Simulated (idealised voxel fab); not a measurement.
process module | voxel capacitor over wiring
cross-section cut | 210 nm wide | cells 5 nm
A cross-section is a grid of square cells, given in bands from the top down. A band is one or more rows of cells.
Each band's line starts with the height of the band's top and of its bottom, in nm. Then come its materials from left to right, each with its width in nm. One material with "throughout" fills the band from edge to edge. "air" is empty space.
Height 0 is the level under which the wafer as received is all one material. The lowest band goes on downwards, as in "0 down".
A width such as "30 to 40" changes by the same amount from each row of cells to the next, from the band's top row to its bottom row.
"no change" after a step means that no cell of the cross-section changed.
closed voids: empty space of 8 cells or more with no open way to the top, each as width x height at its distance from the left edge, in nm
after a step's settings: what the simulator itself notes on the step
overlay nm, on a step with a mask: how far to the right of its planned place the mask lay; to the left if negative
plan
1 op RECEIVE | material Si
2 op CONFORMAL_DEP | material SiO2 | thk nm 15
3 op CONFORMAL_DEP | material SiN | thk nm 5
4 op DIRECTIONAL_DEP | material lowk | thk nm 15
5 op PATTERN | tone open | mask id METAL_1 | material resist | width nm 20 | pitch nm 75 | thk nm 20 | overlay nm 0
6 op DIRECTIONAL_ETCH | etch materials lowk | depth nm 15
7 op DIRECTIONAL_ETCH | etch materials SiN | depth nm 5
8 op STRIP | etch materials resist
9 op CONFORMAL_DEP | material TiN | thk nm 5
10 op FILL_DEP | material Ru | thk nm 10
11 op CMP | height nm 35
12 op EPI | material Ru | thk nm 5
13 op FILL_DEP | material SiCN | thk nm 5
14 op DIRECTIONAL_DEP | material lowk | thk nm 10
15 op MASKED_ETCH | tone open | mask id PLUG_1 | width nm 15 | etch materials lowk | depth nm 10 | overlay nm 0
16 op MASKED_ETCH | tone open | mask id PLUG_1 | width nm 15 | etch materials SiCN | depth nm 5 | overlay nm 0
17 op EPI | material Ru | thk nm 10
18 op EPI | material Ru | thk nm 5
19 op DIRECTIONAL_DEP | material TiN | thk nm 5
20 op DIRECTIONAL_DEP | material Al2O3 | thk nm 5
21 op DIRECTIONAL_DEP | material TiN | thk nm 5
22 op DIRECTIONAL_DEP | material aC | thk nm 15
23 op PATTERN | tone cover | mask id UPPER_PLATE | material resist | width nm 60 | thk nm 35 | overlay nm 0
24 op DIRECTIONAL_ETCH | etch materials aC | depth nm 15
25 op STRIP | etch materials resist
26 op DIRECTIONAL_ETCH | etch materials TiN | depth nm 5
27 op DIRECTIONAL_ETCH | etch materials Al2O3 | depth nm 5
28 op STRIP | etch materials aC
29 op MASKED_ETCH | tone cover | mask id LOWER_PLATE | width nm 70 | etch materials TiN | depth nm 5 | overlay nm 0
30 op FILL_DEP | material SiO2 | thk nm 20
31 op CMP | height nm 85
32 op PATTERN | tone open | mask id PLUG_2 | material resist | width nm 15 | thk nm 20 | overlay nm 0
33 op DIRECTIONAL_ETCH | etch materials SiO2 | depth nm 15
34 op STRIP | etch materials resist
35 op CONFORMAL_DEP | material TiN | thk nm 5
36 op FILL_DEP | material Cu | thk nm 10
37 op CMP | height nm 85
38 op CONFORMAL_DEP | material SiCN | thk nm 5
as received, after step 1
  0 down: Si throughout
  closed voids: none
first wafer at the end, as planned
  90 to 85: SiCN throughout
  85 to 75: SiO2 70 | TiN 5 | Cu 5 | TiN 5 | SiO2 125
  75 to 65: SiO2 70 to 60 | TiN 15 to 60 | SiO2 125 to 90
  65 to 60: SiO2 60 | Al2O3 60 | SiO2 90
  60 to 55: SiO2 55 | TiN 70 | SiO2 85
  55 to 45: lowk 60 | Ru 15 | lowk 135
  45 to 40: SiCN 60 | Ru 15 | SiCN 135
  40 to 35: SiCN 50 | Ru 30 | SiCN 45 | Ru 30 | SiCN 55
  35 to 20: lowk 55 | TiN 5 | Ru 10 | TiN 5 | lowk 55 | TiN 5 | Ru 10 | TiN 5 | lowk 60
  20 to 15: SiN 55 | TiN 20 | SiN 55 | TiN 20 | SiN 60
  15 to 0: SiO2 throughout
  0 down: Si throughout
  closed voids: none
second wafer at the end: like start, like plan, one mistake
  90 to 85: SiCN throughout
  85 to 75: SiO2 70 | TiN 5 | Cu 5 | TiN 5 | SiO2 125
  75 to 65: SiO2 70 to 60 | TiN 15 to 60 | SiO2 125 to 90
  65 to 60: SiO2 60 | Al2O3 60 | SiO2 90
  60 to 55: SiO2 55 | TiN 70 | SiO2 85
  55 to 45: lowk 50 | Ru 15 | lowk 145
  45 to 40: SiCN 60 | Ru 5 | SiCN 145
  40 to 35: SiCN 50 | Ru 30 | SiCN 45 | Ru 30 | SiCN 55
  35 to 20: lowk 55 | TiN 5 | Ru 10 | TiN 5 | lowk 55 | TiN 5 | Ru 10 | TiN 5 | lowk 60
  20 to 15: SiN 55 | TiN 20 | SiN 55 | TiN 20 | SiN 60
  15 to 0: SiO2 throughout
  0 down: Si throughout
  closed voids: none
what went wrong: step 15 ran as: op MASKED_ETCH | tone open | mask id PLUG_1 | width nm 15 | etch materials lowk | depth nm 10 | overlay nm -10
at the end the second wafer has, in cells: 2 fewer of Ru | 2 more of SiCN
